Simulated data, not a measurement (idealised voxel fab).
Process module under the name voxel air gaps
Xsec cut, 210 nm wide, square cell size 5 nm.
In what follows, cross-sections appear as grids of square cells, described through bands that run from the top down, where every band is one or more rows of cells. This entry defines a band. It first specifies the height of the band's top and the height of its bottom in nm, and then specifies the band's materials from left to right, stating each material with its width in nm. The word "edge to edge" identifies a single material that fills the band from edge to edge, while the word "empty" identifies empty space. A quick word on heights: they are counted from 0, and under that level the wafer as it came to us is one material throughout. The lowest band is different from the rest in having no bottom; it simply continues downward, written as in "0 -> down". The two numbers in a width such as "30->40" mark its ends across the band: the first belongs to the top row of cells, the second to the bottom row, and from each row to the next the width moves by the same amount. "no change occurred" -> step changed no cross-section cell. "Catalogued sealed voids" lists enclosed empty spaces (at least 8 cells, no open path upward to the top), each as width x height at distance from the left edge, in nm. It should be noted that, on the line of a given step, the content following the step's settings is a remark produced by the simulator itself with respect to that step. You can add "overlay nm" to a step's line. For a step with a mask, it describes how far the mask lay to the right of its planned position, and a negative number describes a lay to the left. Reading key. Pairs: pre-step and post-step cross-section, one process step apart; post-step view only to lowest changed band. Step between + settings: beneath pair. Runs: pairs may be from different runs of this module, same starting wafer. Continuation from pair above: only where "State before step" entry says.
State before step:
- 0 -> down = Si edge to edge
- Catalogued sealed voids: none
Cross-Section After Step:
- 10 -> 0 = SiO2 edge to edge
- Everything under 0 stays put, no change at all.
- Catalogued sealed voids: none
Processing between the before and after sections above: CONFORMAL_DEP [material SiO2] [thk nm 10]
State before step: look at the pair above, its after cross-section is where this step starts.
Cross-Section After Step:
- 15 -> 10 = SiN edge to edge
- Everything under 10 stays put, no change at all.
- Catalogued sealed voids: none
Processing between the before and after sections above: CONFORMAL_DEP [material SiN] [thk nm 5]
State before step: look at the pair above, its after cross-section is where this step starts.
Cross-Section After Step:
- 50 -> 15 = SiO2 edge to edge
- Everything under 15 stays put, no change at all.
- Catalogued sealed voids: none
Processing between the before and after sections above: DIRECTIONAL_DEP [material SiO2] [thk nm 35]
State before step: look at the pair above, its after cross-section is where this step starts.
Cross-Section After Step:
- 50 -> 15 = SiO2 55 nm; empty 15 nm; SiO2 25 nm; empty 15 nm; SiO2 25 nm; empty 15 nm; SiO2 60 nm
- Everything under 15 stays put, no change at all.
- Catalogued sealed voids: none
Processing between the before and after sections above: MASKED_ETCH [tone open] [mask id LINES] [width nm 15] [pitch nm 40] [etch materials SiO2] [depth nm 35] [overlay nm 0]
State before step: look at the pair above, its after cross-section is where this step starts.
Cross-Section After Step:
- 55 -> 50 = TiN 60 nm; empty 5 nm; TiN 35 nm; empty 5 nm; TiN 35 nm; empty 5 nm; TiN 65 nm
- 50 -> 20 = SiO2 55 nm; TiN 5 nm; empty 5 nm; TiN 5 nm; SiO2 25 nm; TiN 5 nm; empty 5 nm; TiN 5 nm; SiO2 25 nm; TiN 5 nm; empty 5 nm; TiN 5 nm; SiO2 60 nm
- 20 -> 15 = SiO2 55 nm; TiN 15 nm; SiO2 25 nm; TiN 15 nm; SiO2 25 nm; TiN 15 nm; SiO2 60 nm
- Everything under 15 stays put, no change at all.
- Catalogued sealed voids: none
Processing between the before and after sections above: CONFORMAL_DEP [material TiN] [thk nm 5]
State before step: look at the pair above, its after cross-section is where this step starts.
Cross-Section After Step:
- 60 -> 55 = Cu edge to edge
- 55 -> 50 = TiN 60 nm; Cu 5 nm; TiN 35 nm; Cu 5 nm; TiN 35 nm; Cu 5 nm; TiN 65 nm
- 50 -> 20 = SiO2 55 nm; TiN 5 nm; Cu 5 nm; TiN 5 nm; SiO2 25 nm; TiN 5 nm; Cu 5 nm; TiN 5 nm; SiO2 25 nm; TiN 5 nm; Cu 5 nm; TiN 5 nm; SiO2 60 nm
- Everything under 20 stays put, no change at all.
- Catalogued sealed voids: none
Processing between the before and after sections above: FILL_DEP [material Cu] [thk nm 5]
State before step: look at the pair above, its after cross-section is where this step starts.
Cross-Section After Step:
- 50 -> 20 = SiO2 55 nm; TiN 5 nm; Cu 5 nm; TiN 5 nm; SiO2 25 nm; TiN 5 nm; Cu 5 nm; TiN 5 nm; SiO2 25 nm; TiN 5 nm; Cu 5 nm; TiN 5 nm; SiO2 60 nm
- Everything under 20 stays put, no change at all.
- Catalogued sealed voids: none
Processing between the before and after sections above: CMP [height nm 50]
State before step: look at the pair above, its after cross-section is where this step starts.
Cross-Section After Step:
- 60 -> 50 = empty 45 nm; Ru 35 nm; empty 5 nm; Ru 35 nm; empty 5 nm; Ru 35 nm; empty 50 nm
- Everything under 50 stays put, no change at all.
- Catalogued sealed voids: none
Processing between the before and after sections above: EPI [material Ru] [thk nm 10]
State before step: look at the pair above, its after cross-section is where this step starts.
Cross-Section After Step:
- 60 -> 50 = empty 45 nm; Ru 35 nm; empty 5 nm; Ru 35 nm; empty 5 nm; Ru 35 nm; empty 50 nm
- 50 -> 20 = empty 55 nm; TiN 5 nm; Cu 5 nm; TiN 5 nm; empty 25 nm; TiN 5 nm; Cu 5 nm; TiN 5 nm; empty 25 nm; TiN 5 nm; Cu 5 nm; TiN 5 nm; empty 60 nm
- 20 -> 15 = empty 55 nm; TiN 15 nm; empty 25 nm; TiN 15 nm; empty 25 nm; TiN 15 nm; empty 60 nm
- Everything under 15 stays put, no change at all.
- Catalogued sealed voids: none
Processing between the before and after sections above: SELECTIVE_ETCH [etch materials SiO2] [depth nm 45]
State before step: look at the pair above, its after cross-section is where this step starts.
Cross-Section After Step:
- 65 -> 60 = empty 40 nm; SiCN 125 nm; empty 45 nm
- 60 -> 50 = empty 40 nm; SiCN 5 nm; Ru 35 nm; SiCN 5 nm; Ru 35 nm; SiCN 5 nm; Ru 35 nm; SiCN 5 nm; empty 45 nm
- 50 -> 45 = empty 40 nm; SiCN 15 nm; TiN 5 nm; Cu 5 nm; TiN 5 nm; SiCN 25 nm; TiN 5 nm; Cu 5 nm; TiN 5 nm; SiCN 25 nm; TiN 5 nm; Cu 5 nm; TiN 5 nm; SiCN 15 nm; empty 45 nm
- 45 -> 20 = empty 50 nm; SiCN 5 nm; TiN 5 nm; Cu 5 nm; TiN 5 nm; SiCN 5 nm; empty 15 nm; SiCN 5 nm; TiN 5 nm; Cu 5 nm; TiN 5 nm; SiCN 5 nm; empty 15 nm; SiCN 5 nm; TiN 5 nm; Cu 5 nm; TiN 5 nm; SiCN 5 nm; empty 55 nm
- 20 -> 15 = SiCN 55 nm; TiN 15 nm; SiCN 25 nm; TiN 15 nm; SiCN 25 nm; TiN 15 nm; SiCN 60 nm
- Everything under 15 stays put, no change at all.
- Catalogued sealed voids: 15 x 25 at 75; 15 x 25 at 115
Processing between the before and after sections above: CONFORMAL_DEP [material SiCN] [thk nm 5]
State before step:
- 60 -> 50 = empty 45 nm; Ru 35 nm; empty 5 nm; Ru 35 nm; empty 5 nm; Ru 35 nm; empty 50 nm
- 50 -> 20 = SiO2 55 nm; TiN 5 nm; Cu 5 nm; TiN 5 nm; SiO2 25 nm; TiN 5 nm; Cu 5 nm; TiN 5 nm; SiO2 25 nm; TiN 5 nm; Cu 5 nm; TiN 5 nm; SiO2 60 nm
- 20 -> 15 = SiO2 55 nm; TiN 15 nm; SiO2 25 nm; TiN 15 nm; SiO2 25 nm; TiN 15 nm; SiO2 60 nm
- 15 -> 10 = SiN edge to edge
- 10 -> 0 = SiO2 edge to edge
- 0 -> down = Si edge to edge
- Catalogued sealed voids: none
Cross-Section After Step:
- 70 -> 50 = empty 35 nm; Ru 135 nm; empty 40 nm
- Everything under 50 stays put, no change at all.
- Catalogued sealed voids: none
Processing between the before and after sections above: EPI [material Ru] [thk nm 10]
State before step: look at the pair above, its after cross-section is where this step starts.
Cross-Section After Step:
- 70 -> 50 = empty 35 nm; Ru 135 nm; empty 40 nm
- 50 -> 20 = empty 55 nm; TiN 5 nm; Cu 5 nm; TiN 5 nm; SiO2 25 nm; TiN 5 nm; Cu 5 nm; TiN 5 nm; SiO2 25 nm; TiN 5 nm; Cu 5 nm; TiN 5 nm; empty 60 nm
- 20 -> 15 = empty 55 nm; TiN 15 nm; SiO2 25 nm; TiN 15 nm; SiO2 25 nm; TiN 15 nm; empty 60 nm
- Everything under 15 stays put, no change at all.
- Catalogued sealed voids: none
Processing between the before and after sections above: SELECTIVE_ETCH [etch materials SiO2] [depth nm 45]
State before step: look at the pair above, its after cross-section is where this step starts.
Cross-Section After Step:
- 75 -> 70 = empty 30 nm; SiCN 145 nm; empty 35 nm
- 70 -> 50 = empty 30 nm; SiCN 5 nm; Ru 135 nm; SiCN 5 nm; empty 35 nm
- 50 -> 45 = empty 30 nm; SiCN 25 nm; TiN 5 nm; Cu 5 nm; TiN 5 nm; SiO2 25 nm; TiN 5 nm; Cu 5 nm; TiN 5 nm; SiO2 25 nm; TiN 5 nm; Cu 5 nm; TiN 5 nm; SiCN 25 nm; empty 35 nm
- 45 -> 20 = empty 50 nm; SiCN 5 nm; TiN 5 nm; Cu 5 nm; TiN 5 nm; SiO2 25 nm; TiN 5 nm; Cu 5 nm; TiN 5 nm; SiO2 25 nm; TiN 5 nm; Cu 5 nm; TiN 5 nm; SiCN 5 nm; empty 55 nm
- 20 -> 15 = SiCN 55 nm; TiN 15 nm; SiO2 25 nm; TiN 15 nm; SiO2 25 nm; TiN 15 nm; SiCN 60 nm
- Everything under 15 stays put, no change at all.
- Catalogued sealed voids: none
Processing between the before and after sections above: CONFORMAL_DEP [material SiCN] [thk nm 5]
State before step:
- 10 -> 0 = SiO2 edge to edge
- 0 -> down = Si edge to edge
- Catalogued sealed voids: none
Cross-Section After Step:
- 45 -> 0 = SiO2 edge to edge
- Everything under 0 stays put, no change at all.
- Catalogued sealed voids: none
Processing between the before and after sections above: DIRECTIONAL_DEP [material SiO2] [thk nm 35]
State before step: look at the pair above, its after cross-section is where this step starts.
Cross-Section After Step:
- 50 -> 45 = SiN edge to edge
- Everything under 45 stays put, no change at all.
- Catalogued sealed voids: none
Processing between the before and after sections above: CONFORMAL_DEP [material SiN] [thk nm 5]
State before step: look at the pair above, its after cross-section is where this step starts.
Cross-Section After Step:
- 55 -> 50 = TiN edge to edge
- Everything under 50 stays put, no change at all.
- Catalogued sealed voids: none
Processing between the before and after sections above: CONFORMAL_DEP [material TiN] [thk nm 5]
State before step: look at the pair above, its after cross-section is where this step starts.
Cross-Section After Step:
- 60 -> 55 = Cu edge to edge
- Everything under 55 stays put, no change at all.
- Catalogued sealed voids: none
Processing between the before and after sections above: FILL_DEP [material Cu] [thk nm 5]
State before step: look at the pair above, its after cross-section is where this step starts.
Cross-Section After Step:
- 50 -> 45 = SiN edge to edge
- Everything under 45 stays put, no change at all.
- Catalogued sealed voids: none
Processing between the before and after sections above: CMP [height nm 50]
State before step: look at the pair above, its after cross-section is where this step starts.
Cross-Section After Step:
- 55 -> 50 = SiCN edge to edge
- Everything under 50 stays put, no change at all.
- Catalogued sealed voids: none
Processing between the before and after sections above: CONFORMAL_DEP [material SiCN] [thk nm 5]
State before step:
- 60 -> 55 = Cu edge to edge
- 55 -> 50 = TiN 60 nm; Cu 5 nm; TiN 35 nm; Cu 5 nm; TiN 35 nm; Cu 5 nm; TiN 65 nm
- 50 -> 20 = SiO2 55 nm; TiN 5 nm; Cu 5 nm; TiN 5 nm; SiO2 25 nm; TiN 5 nm; Cu 5 nm; TiN 5 nm; SiO2 25 nm; TiN 5 nm; Cu 5 nm; TiN 5 nm; SiO2 60 nm
- 20 -> 15 = SiO2 55 nm; TiN 15 nm; SiO2 25 nm; TiN 15 nm; SiO2 25 nm; TiN 15 nm; SiO2 60 nm
- 15 -> 10 = SiN edge to edge
- 10 -> 0 = SiO2 edge to edge
- 0 -> down = Si edge to edge
- Catalogued sealed voids: none
Cross-Section After Step:
- 40 -> 20 = SiO2 55 nm; TiN 5 nm; Cu 5 nm; TiN 5 nm; SiO2 25 nm; TiN 5 nm; Cu 5 nm; TiN 5 nm; SiO2 25 nm; TiN 5 nm; Cu 5 nm; TiN 5 nm; SiO2 60 nm
- Everything under 20 stays put, no change at all.
- Catalogued sealed voids: none
Processing between the before and after sections above: CMP [height nm 40]
State before step: look at the pair above, its after cross-section is where this step starts.
Cross-Section After Step:
- 50 -> 40 = empty 45 nm; Ru 35 nm; empty 5 nm; Ru 35 nm; empty 5 nm; Ru 35 nm; empty 50 nm
- Everything under 40 stays put, no change at all.
- Catalogued sealed voids: none
Processing between the before and after sections above: EPI [material Ru] [thk nm 10]
State before step: look at the pair above, its after cross-section is where this step starts.
Cross-Section After Step:
- 50 -> 40 = empty 45 nm; Ru 35 nm; empty 5 nm; Ru 35 nm; empty 5 nm; Ru 35 nm; empty 50 nm
- 40 -> 20 = empty 55 nm; TiN 5 nm; Cu 5 nm; TiN 5 nm; empty 25 nm; TiN 5 nm; Cu 5 nm; TiN 5 nm; empty 25 nm; TiN 5 nm; Cu 5 nm; TiN 5 nm; empty 60 nm
- 20 -> 15 = empty 55 nm; TiN 15 nm; empty 25 nm; TiN 15 nm; empty 25 nm; TiN 15 nm; empty 60 nm
- Everything under 15 stays put, no change at all.
- Catalogued sealed voids: none
Processing between the before and after sections above: SELECTIVE_ETCH [etch materials SiO2] [depth nm 45]
State before step: look at the pair above, its after cross-section is where this step starts.
Cross-Section After Step:
- 55 -> 50 = empty 40 nm; SiCN 125 nm; empty 45 nm
- 50 -> 40 = empty 40 nm; SiCN 5 nm; Ru 35 nm; SiCN 5 nm; Ru 35 nm; SiCN 5 nm; Ru 35 nm; SiCN 5 nm; empty 45 nm
- 40 -> 35 = empty 40 nm; SiCN 15 nm; TiN 5 nm; Cu 5 nm; TiN 5 nm; SiCN 25 nm; TiN 5 nm; Cu 5 nm; TiN 5 nm; SiCN 25 nm; TiN 5 nm; Cu 5 nm; TiN 5 nm; SiCN 15 nm; empty 45 nm
- 35 -> 20 = empty 50 nm; SiCN 5 nm; TiN 5 nm; Cu 5 nm; TiN 5 nm; SiCN 5 nm; empty 15 nm; SiCN 5 nm; TiN 5 nm; Cu 5 nm; TiN 5 nm; SiCN 5 nm; empty 15 nm; SiCN 5 nm; TiN 5 nm; Cu 5 nm; TiN 5 nm; SiCN 5 nm; empty 55 nm
- 20 -> 15 = SiCN 55 nm; TiN 15 nm; SiCN 25 nm; TiN 15 nm; SiCN 25 nm; TiN 15 nm; SiCN 60 nm
- Everything under 15 stays put, no change at all.
- Catalogued sealed voids: 15 x 15 at 75; 15 x 15 at 115
Processing between the before and after sections above: CONFORMAL_DEP [material SiCN] [thk nm 5]
State before step:
- 50 -> 15 = SiO2 edge to edge
- 15 -> 10 = SiN edge to edge
- 10 -> 0 = SiO2 edge to edge
- 0 -> down = Si edge to edge
- Catalogued sealed voids: none
Cross-Section After Step:
- 50 -> 15 = SiO2 50 nm; empty 25 nm; SiO2 15 nm; empty 25 nm; SiO2 15 nm; empty 25 nm; SiO2 55 nm
- Everything under 15 stays put, no change at all.
- Catalogued sealed voids: none
Processing between the before and after sections above: MASKED_ETCH [tone open] [mask id LINES] [width nm 25] [pitch nm 40] [etch materials SiO2] [depth nm 35] [overlay nm 0]
State before step: look at the pair above, its after cross-section is where this step starts.
Cross-Section After Step:
- 55 -> 50 = TiN 55 nm; empty 15 nm; TiN 25 nm; empty 15 nm; TiN 25 nm; empty 15 nm; TiN 60 nm
- 50 -> 20 = SiO2 50 nm; TiN 5 nm; empty 15 nm; TiN 5 nm; SiO2 15 nm; TiN 5 nm; empty 15 nm; TiN 5 nm; SiO2 15 nm; TiN 5 nm; empty 15 nm; TiN 5 nm; SiO2 55 nm
- 20 -> 15 = SiO2 50 nm; TiN 25 nm; SiO2 15 nm; TiN 25 nm; SiO2 15 nm; TiN 25 nm; SiO2 55 nm
- Everything under 15 stays put, no change at all.
- Catalogued sealed voids: none
Processing between the before and after sections above: CONFORMAL_DEP [material TiN] [thk nm 5]
State before step: look at the pair above, its after cross-section is where this step starts.
Cross-Section After Step:
- 60 -> 55 = Cu edge to edge
- 55 -> 50 = TiN 55 nm; Cu 15 nm; TiN 25 nm; Cu 15 nm; TiN 25 nm; Cu 15 nm; TiN 60 nm
- 50 -> 20 = SiO2 50 nm; TiN 5 nm; Cu 15 nm; TiN 5 nm; SiO2 15 nm; TiN 5 nm; Cu 15 nm; TiN 5 nm; SiO2 15 nm; TiN 5 nm; Cu 15 nm; TiN 5 nm; SiO2 55 nm
- Everything under 20 stays put, no change at all.
- Catalogued sealed voids: none
Processing between the before and after sections above: FILL_DEP [material Cu] [thk nm 5]
State before step: look at the pair above, its after cross-section is where this step starts.
Cross-Section After Step:
- 50 -> 20 = SiO2 50 nm; TiN 5 nm; Cu 15 nm; TiN 5 nm; SiO2 15 nm; TiN 5 nm; Cu 15 nm; TiN 5 nm; SiO2 15 nm; TiN 5 nm; Cu 15 nm; TiN 5 nm; SiO2 55 nm
- Everything under 20 stays put, no change at all.
- Catalogued sealed voids: none
Processing between the before and after sections above: CMP [height nm 50]
State before step: look at the pair above, its after cross-section is where this step starts.
Cross-Section After Step:
- 60 -> 50 = empty 40 nm; Ru 125 nm; empty 45 nm
- Everything under 50 stays put, no change at all.
- Catalogued sealed voids: none
Processing between the before and after sections above: EPI [material Ru] [thk nm 10]
State before step: look at the pair above, its after cross-section is where this step starts.
Cross-Section After Step:
- 60 -> 50 = empty 40 nm; Ru 125 nm; empty 45 nm
- 50 -> 20 = empty 50 nm; TiN 5 nm; Cu 15 nm; TiN 5 nm; SiO2 15 nm; TiN 5 nm; Cu 15 nm; TiN 5 nm; SiO2 15 nm; TiN 5 nm; Cu 15 nm; TiN 5 nm; empty 55 nm
- 20 -> 15 = empty 50 nm; TiN 25 nm; SiO2 15 nm; TiN 25 nm; SiO2 15 nm; TiN 25 nm; empty 55 nm
- Everything under 15 stays put, no change at all.
- Catalogued sealed voids: none
Processing between the before and after sections above: SELECTIVE_ETCH [etch materials SiO2] [depth nm 45]
State before step: look at the pair above, its after cross-section is where this step starts.
Cross-Section After Step:
- 65 -> 60 = empty 35 nm; SiCN 135 nm; empty 40 nm
- 60 -> 50 = empty 35 nm; SiCN 5 nm; Ru 125 nm; SiCN 5 nm; empty 40 nm
- 50 -> 45 = empty 35 nm; SiCN 15 nm; TiN 5 nm; Cu 15 nm; TiN 5 nm; SiO2 15 nm; TiN 5 nm; Cu 15 nm; TiN 5 nm; SiO2 15 nm; TiN 5 nm; Cu 15 nm; TiN 5 nm; SiCN 15 nm; empty 40 nm
- 45 -> 20 = empty 45 nm; SiCN 5 nm; TiN 5 nm; Cu 15 nm; TiN 5 nm; SiO2 15 nm; TiN 5 nm; Cu 15 nm; TiN 5 nm; SiO2 15 nm; TiN 5 nm; Cu 15 nm; TiN 5 nm; SiCN 5 nm; empty 50 nm
- 20 -> 15 = SiCN 50 nm; TiN 25 nm; SiO2 15 nm; TiN 25 nm; SiO2 15 nm; TiN 25 nm; SiCN 55 nm
- Everything under 15 stays put, no change at all.
- Catalogued sealed voids: none
Processing between the before and after sections above: CONFORMAL_DEP [material SiCN] [thk nm 5]
State before step:
- 50 -> 15 = SiO2 edge to edge
- 15 -> 10 = SiN edge to edge
- 10 -> 0 = SiO2 edge to edge
- 0 -> down = Si edge to edge
- Catalogued sealed voids: none
Cross-Section After Step:
- 50 -> 15 = SiO2 60 nm; empty 15 nm; SiO2 25 nm; empty 15 nm; SiO2 25 nm; empty 15 nm; SiO2 55 nm
- Everything under 15 stays put, no change at all.
- Catalogued sealed voids: none
Processing between the before and after sections above: MASKED_ETCH [tone open] [mask id LINES] [width nm 15] [pitch nm 40] [etch materials SiO2] [depth nm 35] [overlay nm 5]
State before step: look at the pair above, its after cross-section is where this step starts.
Cross-Section After Step:
- 55 -> 50 = TiN 65 nm; empty 5 nm; TiN 35 nm; empty 5 nm; TiN 35 nm; empty 5 nm; TiN 60 nm
- 50 -> 20 = SiO2 60 nm; TiN 5 nm; empty 5 nm; TiN 5 nm; SiO2 25 nm; TiN 5 nm; empty 5 nm; TiN 5 nm; SiO2 25 nm; TiN 5 nm; empty 5 nm; TiN 5 nm; SiO2 55 nm
- 20 -> 15 = SiO2 60 nm; TiN 15 nm; SiO2 25 nm; TiN 15 nm; SiO2 25 nm; TiN 15 nm; SiO2 55 nm
- Everything under 15 stays put, no change at all.
- Catalogued sealed voids: none
Processing between the before and after sections above: CONFORMAL_DEP [material TiN] [thk nm 5]
State before step: look at the pair above, its after cross-section is where this step starts.
Cross-Section After Step:
- 60 -> 55 = Cu edge to edge
- 55 -> 50 = TiN 65 nm; Cu 5 nm; TiN 35 nm; Cu 5 nm; TiN 35 nm; Cu 5 nm; TiN 60 nm
- 50 -> 20 = SiO2 60 nm; TiN 5 nm; Cu 5 nm; TiN 5 nm; SiO2 25 nm; TiN 5 nm; Cu 5 nm; TiN 5 nm; SiO2 25 nm; TiN 5 nm; Cu 5 nm; TiN 5 nm; SiO2 55 nm
- Everything under 20 stays put, no change at all.
- Catalogued sealed voids: none
Processing between the before and after sections above: FILL_DEP [material Cu] [thk nm 5]
State before step: look at the pair above, its after cross-section is where this step starts.
Cross-Section After Step:
- 50 -> 20 = SiO2 60 nm; TiN 5 nm; Cu 5 nm; TiN 5 nm; SiO2 25 nm; TiN 5 nm; Cu 5 nm; TiN 5 nm; SiO2 25 nm; TiN 5 nm; Cu 5 nm; TiN 5 nm; SiO2 55 nm
- Everything under 20 stays put, no change at all.
- Catalogued sealed voids: none
Processing between the before and after sections above: CMP [height nm 50]
State before step: look at the pair above, its after cross-section is where this step starts.
Cross-Section After Step:
- 60 -> 50 = empty 50 nm; Ru 35 nm; empty 5 nm; Ru 35 nm; empty 5 nm; Ru 35 nm; empty 45 nm
- Everything under 50 stays put, no change at all.
- Catalogued sealed voids: none
Processing between the before and after sections above: EPI [material Ru] [thk nm 10]
State before step: look at the pair above, its after cross-section is where this step starts.
Cross-Section After Step:
- 60 -> 50 = empty 50 nm; Ru 35 nm; empty 5 nm; Ru 35 nm; empty 5 nm; Ru 35 nm; empty 45 nm
- 50 -> 20 = empty 60 nm; TiN 5 nm; Cu 5 nm; TiN 5 nm; empty 25 nm; TiN 5 nm; Cu 5 nm; TiN 5 nm; empty 25 nm; TiN 5 nm; Cu 5 nm; TiN 5 nm; empty 55 nm
- 20 -> 15 = empty 60 nm; TiN 15 nm; empty 25 nm; TiN 15 nm; empty 25 nm; TiN 15 nm; empty 55 nm
- Everything under 15 stays put, no change at all.
- Catalogued sealed voids: none
Processing between the before and after sections above: SELECTIVE_ETCH [etch materials SiO2] [depth nm 45]
State before step: look at the pair above, its after cross-section is where this step starts.
Cross-Section After Step:
- 65 -> 60 = empty 45 nm; SiCN 125 nm; empty 40 nm
- 60 -> 50 = empty 45 nm; SiCN 5 nm; Ru 35 nm; SiCN 5 nm; Ru 35 nm; SiCN 5 nm; Ru 35 nm; SiCN 5 nm; empty 40 nm
- 50 -> 45 = empty 45 nm; SiCN 15 nm; TiN 5 nm; Cu 5 nm; TiN 5 nm; SiCN 25 nm; TiN 5 nm; Cu 5 nm; TiN 5 nm; SiCN 25 nm; TiN 5 nm; Cu 5 nm; TiN 5 nm; SiCN 15 nm; empty 40 nm
- 45 -> 20 = empty 55 nm; SiCN 5 nm; TiN 5 nm; Cu 5 nm; TiN 5 nm; SiCN 5 nm; empty 15 nm; SiCN 5 nm; TiN 5 nm; Cu 5 nm; TiN 5 nm; SiCN 5 nm; empty 15 nm; SiCN 5 nm; TiN 5 nm; Cu 5 nm; TiN 5 nm; SiCN 5 nm; empty 50 nm
- 20 -> 15 = SiCN 60 nm; TiN 15 nm; SiCN 25 nm; TiN 15 nm; SiCN 25 nm; TiN 15 nm; SiCN 55 nm
- Everything under 15 stays put, no change at all.
- Catalogued sealed voids: 15 x 25 at 80; 15 x 25 at 120
Processing between the before and after sections above: CONFORMAL_DEP [material SiCN] [thk nm 5]
State before step:
- 0 -> down = Si edge to edge
- Catalogued sealed voids: none
Cross-Section After Step:
- 10 -> 0 = TiN edge to edge
- Everything under 0 stays put, no change at all.
- Catalogued sealed voids: none
Processing between the before and after sections above: CONFORMAL_DEP [material TiN] [thk nm 10]
State before step: look at the pair above, its after cross-section is where this step starts.
Cross-Section After Step:
- 15 -> 10 = SiN edge to edge
- Everything under 10 stays put, no change at all.
- Catalogued sealed voids: none
Processing between the before and after sections above: CONFORMAL_DEP [material SiN] [thk nm 5]
State before step: look at the pair above, its after cross-section is where this step starts.
Cross-Section After Step:
- 50 -> 15 = SiO2 edge to edge
- Everything under 15 stays put, no change at all.
- Catalogued sealed voids: none
Processing between the before and after sections above: DIRECTIONAL_DEP [material SiO2] [thk nm 35]
State before step: look at the pair above, its after cross-section is where this step starts.
Cross-Section After Step:
- 50 -> 15 = SiO2 55 nm; empty 15 nm; SiO2 25 nm; empty 15 nm; SiO2 25 nm; empty 15 nm; SiO2 60 nm
- Everything under 15 stays put, no change at all.
- Catalogued sealed voids: none
Processing between the before and after sections above: MASKED_ETCH [tone open] [mask id LINES] [width nm 15] [pitch nm 40] [etch materials SiO2] [depth nm 35] [overlay nm 0]
State before step: look at the pair above, its after cross-section is where this step starts.
Cross-Section After Step:
- 55 -> 50 = TiN 60 nm; empty 5 nm; TiN 35 nm; empty 5 nm; TiN 35 nm; empty 5 nm; TiN 65 nm
- 50 -> 20 = SiO2 55 nm; TiN 5 nm; empty 5 nm; TiN 5 nm; SiO2 25 nm; TiN 5 nm; empty 5 nm; TiN 5 nm; SiO2 25 nm; TiN 5 nm; empty 5 nm; TiN 5 nm; SiO2 60 nm
- 20 -> 15 = SiO2 55 nm; TiN 15 nm; SiO2 25 nm; TiN 15 nm; SiO2 25 nm; TiN 15 nm; SiO2 60 nm
- Everything under 15 stays put, no change at all.
- Catalogued sealed voids: none
Processing between the before and after sections above: CONFORMAL_DEP [material TiN] [thk nm 5]
State before step: look at the pair above, its after cross-section is where this step starts.
Cross-Section After Step:
- 60 -> 55 = Cu edge to edge
- 55 -> 50 = TiN 60 nm; Cu 5 nm; TiN 35 nm; Cu 5 nm; TiN 35 nm; Cu 5 nm; TiN 65 nm
- 50 -> 20 = SiO2 55 nm; TiN 5 nm; Cu 5 nm; TiN 5 nm; SiO2 25 nm; TiN 5 nm; Cu 5 nm; TiN 5 nm; SiO2 25 nm; TiN 5 nm; Cu 5 nm; TiN 5 nm; SiO2 60 nm
- Everything under 20 stays put, no change at all.
- Catalogued sealed voids: none
Processing between the before and after sections above: FILL_DEP [material Cu] [thk nm 5]
State before step: look at the pair above, its after cross-section is where this step starts.
Cross-Section After Step:
- 50 -> 20 = SiO2 55 nm; TiN 5 nm; Cu 5 nm; TiN 5 nm; SiO2 25 nm; TiN 5 nm; Cu 5 nm; TiN 5 nm; SiO2 25 nm; TiN 5 nm; Cu 5 nm; TiN 5 nm; SiO2 60 nm
- Everything under 20 stays put, no change at all.
- Catalogued sealed voids: none
Processing between the before and after sections above: CMP [height nm 50]
State before step: look at the pair above, its after cross-section is where this step starts.
Cross-Section After Step:
- 60 -> 50 = empty 45 nm; Ru 35 nm; empty 5 nm; Ru 35 nm; empty 5 nm; Ru 35 nm; empty 50 nm
- Everything under 50 stays put, no change at all.
- Catalogued sealed voids: none
Processing between the before and after sections above: EPI [material Ru] [thk nm 10]
State before step: look at the pair above, its after cross-section is where this step starts.
Cross-Section After Step:
- 60 -> 50 = empty 45 nm; Ru 35 nm; empty 5 nm; Ru 35 nm; empty 5 nm; Ru 35 nm; empty 50 nm
- 50 -> 20 = empty 55 nm; TiN 5 nm; Cu 5 nm; TiN 5 nm; empty 25 nm; TiN 5 nm; Cu 5 nm; TiN 5 nm; empty 25 nm; TiN 5 nm; Cu 5 nm; TiN 5 nm; empty 60 nm
- 20 -> 15 = empty 55 nm; TiN 15 nm; empty 25 nm; TiN 15 nm; empty 25 nm; TiN 15 nm; empty 60 nm
- Everything under 15 stays put, no change at all.
- Catalogued sealed voids: none
Processing between the before and after sections above: SELECTIVE_ETCH [etch materials SiO2] [depth nm 45]
State before step: look at the pair above, its after cross-section is where this step starts.
Cross-Section After Step:
- 65 -> 60 = empty 40 nm; SiCN 125 nm; empty 45 nm
- 60 -> 50 = empty 40 nm; SiCN 5 nm; Ru 35 nm; SiCN 5 nm; Ru 35 nm; SiCN 5 nm; Ru 35 nm; SiCN 5 nm; empty 45 nm
- 50 -> 45 = empty 40 nm; SiCN 15 nm; TiN 5 nm; Cu 5 nm; TiN 5 nm; SiCN 25 nm; TiN 5 nm; Cu 5 nm; TiN 5 nm; SiCN 25 nm; TiN 5 nm; Cu 5 nm; TiN 5 nm; SiCN 15 nm; empty 45 nm
- 45 -> 20 = empty 50 nm; SiCN 5 nm; TiN 5 nm; Cu 5 nm; TiN 5 nm; SiCN 5 nm; empty 15 nm; SiCN 5 nm; TiN 5 nm; Cu 5 nm; TiN 5 nm; SiCN 5 nm; empty 15 nm; SiCN 5 nm; TiN 5 nm; Cu 5 nm; TiN 5 nm; SiCN 5 nm; empty 55 nm
- 20 -> 15 = SiCN 55 nm; TiN 15 nm; SiCN 25 nm; TiN 15 nm; SiCN 25 nm; TiN 15 nm; SiCN 60 nm
- Everything under 15 stays put, no change at all.
- Catalogued sealed voids: 15 x 25 at 75; 15 x 25 at 115
Processing between the before and after sections above: CONFORMAL_DEP [material SiCN] [thk nm 5]
State before step:
- 50 -> 15 = SiO2 edge to edge
- 15 -> 10 = SiN edge to edge
- 10 -> 0 = SiO2 edge to edge
- 0 -> down = Si edge to edge
- Catalogued sealed voids: none
Cross-Section After Step:
- 50 -> 15 = empty 55 nm; SiO2 15 nm; empty 25 nm; SiO2 15 nm; empty 25 nm; SiO2 15 nm; empty 60 nm
- Everything under 15 stays put, no change at all.
- Catalogued sealed voids: none
Processing between the before and after sections above: MASKED_ETCH [tone cover] [mask id LINES] [width nm 15] [pitch nm 40] [etch materials SiO2] [depth nm 35] [overlay nm 0]
